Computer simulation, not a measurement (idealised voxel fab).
process module | voxel self aligned vias
cross-section cut | 260 nm wide | cells 5 nm
A cross-section is a grid of square cells, given in bands from the top down. A band is one or more rows of cells.
Each band's line starts with the height of the band's top and of its bottom, in nm. Then come its materials from left to right, each with its width in nm. One material with "throughout" fills the band from edge to edge. "air" is empty space.
Height 0 is the level under which the wafer as received is all one material. The lowest band goes on downwards, as in "0 down".
A width such as "30 to 40" changes by the same amount from each row of cells to the next, from the band's top row to its bottom row.
"no change" after a step means that no cell of the cross-section changed.
closed voids: empty space of 8 cells or more with no open way to the top, each as width x height at its distance from the left edge, in nm
after a step's settings: what the simulator itself notes on the step
overlay nm, on a step with a mask: how far to the right of its planned place the mask lay; to the left if negative
plan
1 op RECEIVE | material Si
2 op CONFORMAL_DEP | material SiO2 | thk nm 10
3 op CONFORMAL_DEP | material SiCN | thk nm 5
4 op DIRECTIONAL_DEP | material lowk | thk nm 20
5 op DIRECTIONAL_DEP | material aC | thk nm 15
6 op PATTERN | tone open | mask id LINES | material resist | width nm 25 | pitch nm 75 | thk nm 35 | overlay nm 0
7 op DIRECTIONAL_ETCH | etch materials aC | depth nm 15
8 op STRIP | etch materials resist
9 op DIRECTIONAL_ETCH | etch materials lowk | depth nm 20
10 op STRIP | etch materials aC
11 op CONFORMAL_DEP | material TiN | thk nm 5
12 op FILL_DEP | material W | thk nm 10
13 op CMP | height nm 35
14 op SELECTIVE_ETCH | etch materials W Ru TiN | depth nm 5
15 op FILL_DEP | material SiN | thk nm 10
16 op CMP | height nm 35
17 op DIRECTIONAL_DEP | material lowk | thk nm 15
18 op MASKED_ETCH | tone open | mask id VIAS | width nm 45 | etch materials lowk | depth nm 15 | overlay nm 0
19 op MASKED_ETCH | tone open | mask id VIAS | width nm 45 | etch materials SiN | depth nm 5 | overlay nm 0
20 op CONFORMAL_DEP | material TiN | thk nm 5
21 op FILL_DEP | material Cu | thk nm 5
22 op CMP | height nm 50
23 op CONFORMAL_DEP | material SiN | thk nm 5
first wafer, as planned
as received, after step 1
  0 down: Si throughout
  closed voids: none
after step 2
  10 to 0: SiO2 throughout
  below 0: unchanged
after step 3
  15 to 10: SiCN throughout
  below 10: unchanged
after step 4
  35 to 15: lowk throughout
  below 15: unchanged
after step 5
  50 to 35: aC throughout
  below 35: unchanged
after step 6
  85 to 50: resist 80 | air 25 | resist 50 | air 25 | resist 80
  below 50: unchanged
after step 7
  70 to 50: resist 80 | air 25 | resist 50 | air 25 | resist 80
  50 to 35: aC 80 | air 25 | aC 50 | air 25 | aC 80
  below 35: unchanged
after step 8
  50 to 35: aC 80 | air 25 | aC 50 | air 25 | aC 80
  below 35: unchanged
after step 9
  50 to 35: aC 80 | air 25 | aC 50 | air 25 | aC 80
  35 to 15: lowk 80 | air 25 | lowk 50 | air 25 | lowk 80
  below 15: unchanged
after step 10
  35 to 15: lowk 80 | air 25 | lowk 50 | air 25 | lowk 80
  below 15: unchanged
after step 11
  40 to 35: TiN 85 | air 15 | TiN 60 | air 15 | TiN 85
  35 to 20: lowk 80 | TiN 5 | air 15 | TiN 5 | lowk 50 | TiN 5 | air 15 | TiN 5 | lowk 80
  20 to 15: lowk 80 | TiN 25 | lowk 50 | TiN 25 | lowk 80
  below 15: unchanged
after step 12
  50 to 40: W throughout
  40 to 35: TiN 85 | W 15 | TiN 60 | W 15 | TiN 85
  35 to 20: lowk 80 | TiN 5 | W 15 | TiN 5 | lowk 50 | TiN 5 | W 15 | TiN 5 | lowk 80
  below 20: unchanged
after step 13
  35 to 20: lowk 80 | TiN 5 | W 15 | TiN 5 | lowk 50 | TiN 5 | W 15 | TiN 5 | lowk 80
  below 20: unchanged
after step 14
  35 to 30: lowk 80 | air 25 | lowk 50 | air 25 | lowk 80
  below 30: unchanged
after step 15
  45 to 35: SiN throughout
  35 to 30: lowk 80 | SiN 25 | lowk 50 | SiN 25 | lowk 80
  below 30: unchanged
after step 16
  35 to 30: lowk 80 | SiN 25 | lowk 50 | SiN 25 | lowk 80
  below 30: unchanged
after step 17
  50 to 35: lowk throughout
  below 35: unchanged
after step 18
  50 to 35: lowk 70 | air 45 | lowk 145
  below 35: unchanged
after step 19
  50 to 35: lowk 70 | air 45 | lowk 145
  35 to 30: lowk 80 | air 25 | lowk 50 | SiN 25 | lowk 80
  below 30: unchanged
after step 20
  55 to 50: TiN 75 | air 35 | TiN 150
  50 to 40: lowk 70 | TiN 5 | air 35 | TiN 5 | lowk 145
  40 to 35: lowk 70 | TiN 15 | air 15 | TiN 15 | lowk 145
  35 to 30: lowk 80 | TiN 25 | lowk 50 | SiN 25 | lowk 80
  below 30: unchanged
after step 21
  60 to 55: Cu throughout
  55 to 50: TiN 75 | Cu 35 | TiN 150
  50 to 40: lowk 70 | TiN 5 | Cu 35 | TiN 5 | lowk 145
  40 to 35: lowk 70 | TiN 15 | Cu 15 | TiN 15 | lowk 145
  below 35: unchanged
after step 22
  50 to 40: lowk 70 | TiN 5 | Cu 35 | TiN 5 | lowk 145
  below 40: unchanged
after step 23
  55 to 50: SiN throughout
  below 50: unchanged
second wafer: like start, like plan, one mistake. Through step 17 it matches the first wafer
when step 18 should have ended
  50 to 35: lowk 70 | air 45 | lowk 145
  35 to 30: lowk 70 | air 10 | SiN 25 | air 10 | lowk 40 | SiN 25 | lowk 80
  30 to 20: lowk 70 | air 10 | TiN 5 | W 15 | TiN 5 | air 10 | lowk 40 | TiN 5 | W 15 | TiN 5 | lowk 80
  below 20: unchanged
when step 19 should have ended
  50 to 35: lowk 70 | air 45 | lowk 145
  35 to 30: lowk 70 | air 45 | lowk 40 | SiN 25 | lowk 80
  below 30: unchanged
when step 20 should have ended
  55 to 50: TiN 75 | air 35 | TiN 150
  50 to 35: lowk 70 | TiN 5 | air 35 | TiN 5 | lowk 145
  35 to 30: lowk 70 | TiN 45 | lowk 40 | SiN 25 | lowk 80
  30 to 20: lowk 70 | TiN 15 | W 15 | TiN 15 | lowk 40 | TiN 5 | W 15 | TiN 5 | lowk 80
  below 20: unchanged
when step 21 should have ended
  60 to 55: Cu throughout
  55 to 50: TiN 75 | Cu 35 | TiN 150
  50 to 35: lowk 70 | TiN 5 | Cu 35 | TiN 5 | lowk 145
  below 35: unchanged
when step 22 should have ended
  50 to 35: lowk 70 | TiN 5 | Cu 35 | TiN 5 | lowk 145
  below 35: unchanged
when step 23 should have ended
  55 to 50: SiN throughout
  below 50: unchanged
what went wrong: step 18 was run twice
at the end the second wafer has, in cells: 4 more of Cu | 8 more of TiN | 12 fewer of lowk
